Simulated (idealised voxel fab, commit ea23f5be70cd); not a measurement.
Proc. module: voxel transistor to metal
Pictured: cross-section cut, 165 nm wide, on a grid of 5 nm square cells.
If you're reading a cross-section in this doc, picture square cells in a grid; it comes to you as bands, top ones listed first down to the bottom, and a band can be one or more rows of cells. Read a band's entry like this: the first values are the height of its top and the height of its bottom in nm, and what follows is the sequence of materials from left to right, each with its width in nm. Note that "air" is empty space, and that a single material marked "throughout" reaches across the band from edge to edge. The reference from which all heights are counted is 0, the level beneath which the as-received wafer is entirely one material; the lowest band, having no lower bound, proceeds downward and is written after the example "0 and below". Note: "30..40" means the width goes from the first number (top row of the band) to the second number (bottom row) in equal steps per row of cells. Step note "nothing got changed" = no cross-section cell changed. "Entrapped void list" enumerates empty spaces isolated from the top, with no open way to it, that contain at least 8 cells, giving each as width x height at distance from the left edge, all three in nm. It should be noted that, on the line of a given step, the content following the step's settings is a remark produced by the simulator itself with respect to that step. overlay nm: for a step with a mask, the amount by which the mask lay right of where it was planned; a negative amount means left of it.

[Below is the list of planned process steps]
- 1: RECEIVE: material Si
- 2: OXIDIZE: depth nm 5
- 3: CONFORMAL_DEP: material SiN, thk nm 10
- 4: MASKED_ETCH: tone cover, mask id ACTIVE, width nm 115, etch materials SiN, depth nm 10, overlay nm 0
- 5: MASKED_ETCH: tone cover, mask id ACTIVE, width nm 115, etch materials SiO2, depth nm 5, overlay nm 0
- 6: MASKED_ETCH: tone cover, mask id ACTIVE, width nm 115, etch materials Si, depth nm 30, overlay nm 0
- 7: OXIDIZE: depth nm 5
- 8: FILL_DEP: material SiO2, thk nm 10
- 9: CMP: height nm 10
- 10: SELECTIVE_ETCH: etch materials SiO2, depth nm 5
- 11: STRIP: etch materials SiN
- 12: SELECTIVE_ETCH: etch materials SiO2, depth nm 5
- 13: OXIDIZE: depth nm 5
- 14: DIRECTIONAL_DEP: material polySi, thk nm 20
- 15: DIRECTIONAL_DEP: material SiCN, thk nm 15
- 16: DIRECTIONAL_DEP: material aC, thk nm 15
- 17: PATTERN: tone cover, mask id GATE, material resist, width nm 25, thk nm 35, overlay nm 0
- 18: DIRECTIONAL_ETCH: etch materials aC, depth nm 15
- 19: STRIP: etch materials resist
- 20: DIRECTIONAL_ETCH: etch materials SiCN, depth nm 25
- 21: DIRECTIONAL_ETCH: etch materials polySi, depth nm 30
- 22: STRIP: etch materials aC
- 23: CONFORMAL_DEP: material SiN, thk nm 10
- 24: DIRECTIONAL_ETCH: etch materials SiN, depth nm 10
- 25: DIRECTIONAL_ETCH: etch materials SiO2, depth nm 5
- 26: EPI: material pSi, thk nm 5
- 27: FILL_DEP: material SiO2, thk nm 5
- 28: CMP: height nm 15
- 29: STRIP: etch materials polySi
- 30: SELECTIVE_ETCH: etch materials SiO2, depth nm 5
- 31: CONFORMAL_DEP: material HfO2, thk nm 5
- 32: CONFORMAL_DEP: material TiN, thk nm 5
- 33: FILL_DEP: material W, thk nm 10
- 34: CMP: height nm 10
- 35: DIRECTIONAL_DEP: material SiO2, thk nm 15
- 36: DIRECTIONAL_DEP: material aC, thk nm 10
- 37: PATTERN: tone open, mask id CONTACT, material resist, width nm 20, pitch nm 85, thk nm 25, overlay nm 0
- 38: DIRECTIONAL_ETCH: etch materials aC, depth nm 10
- 39: STRIP: etch materials resist
- 40: DIRECTIONAL_ETCH: etch materials SiO2, depth nm 30
- 41: STRIP: etch materials aC
- 42: CONFORMAL_DEP: material TiN, thk nm 5
- 43: FILL_DEP: material W, thk nm 5
- 44: CMP: height nm 25
- 45: CONFORMAL_DEP: material SiCN, thk nm 5
- 46: DIRECTIONAL_DEP: material SiO2, thk nm 20
- 47: MASKED_ETCH: tone open, mask id METAL_1, width nm 20, pitch nm 85, etch materials SiO2, depth nm 20, overlay nm 0
- 48: MASKED_ETCH: tone open, mask id METAL_1, width nm 20, pitch nm 85, etch materials SiCN, depth nm 5, overlay nm 0
- 49: CONFORMAL_DEP: material TiN, thk nm 5
- 50: FILL_DEP: material Cu, thk nm 5
- 51: CMP: height nm 50
- 52: CONFORMAL_DEP: material SiCN, thk nm 5

[Cross-section: wafer on arrival = after step 1]
* 0 and below: Si throughout
* Entrapped void list: none

[Final cross-section, module run with one mistake (start and plan as above)]
* 55 down to 50: SiCN throughout
* 50 down to 30: 30 SiO2, then 5 TiN, then 10 Cu, then 5 TiN, then 65 SiO2, then 5 TiN, then 10 Cu, then 5 TiN, then 30 SiO2
* 30 down to 25: 30 SiCN, then 20 TiN, then 65 SiCN, then 20 TiN, then 30 SiCN
* 25 down to 10: 30 SiO2, then 5 TiN, then 10 W, then 5 TiN, then 65 SiO2, then 5 TiN, then 10 W, then 5 TiN, then 30 SiO2
* 10 down to 5: 30 SiO2, then 5 TiN, then 10 W, then 5 TiN, then 10 SiO2, then 10 SiN, then 5 HfO2, then 5 TiN, then 5 W, then 5 TiN, then 5 HfO2, then 10 SiN, then 10 SiO2, then 5 TiN, then 10 W, then 5 TiN, then 30 SiO2
* 5 down to 0: 30 SiO2, then 20 TiN, then 10 SiO2, then 10 SiN, then 5 HfO2, then 15 TiN, then 5 HfO2, then 10 SiN, then 10 SiO2, then 20 TiN, then 30 SiO2
* 0 down to -5: 20 SiO2, then 10 SiN, then 30 pSi, then 5 SiO2, then 35 HfO2, then 5 SiO2, then 30 pSi, then 10 SiN, then 20 SiO2
* -5 down to -10: 20 pSi, then 15 SiO2, then 95 Si, then 15 SiO2, then 20 pSi
* -10 and below: Si throughout
* Entrapped void list: none
Here's what went sideways: so step 4 ended up running with a different setting than we planned, it ran as MASKED_ETCH: tone open, mask id ACTIVE, width nm 115, etch materials SiN, depth nm 10, overlay nm 0
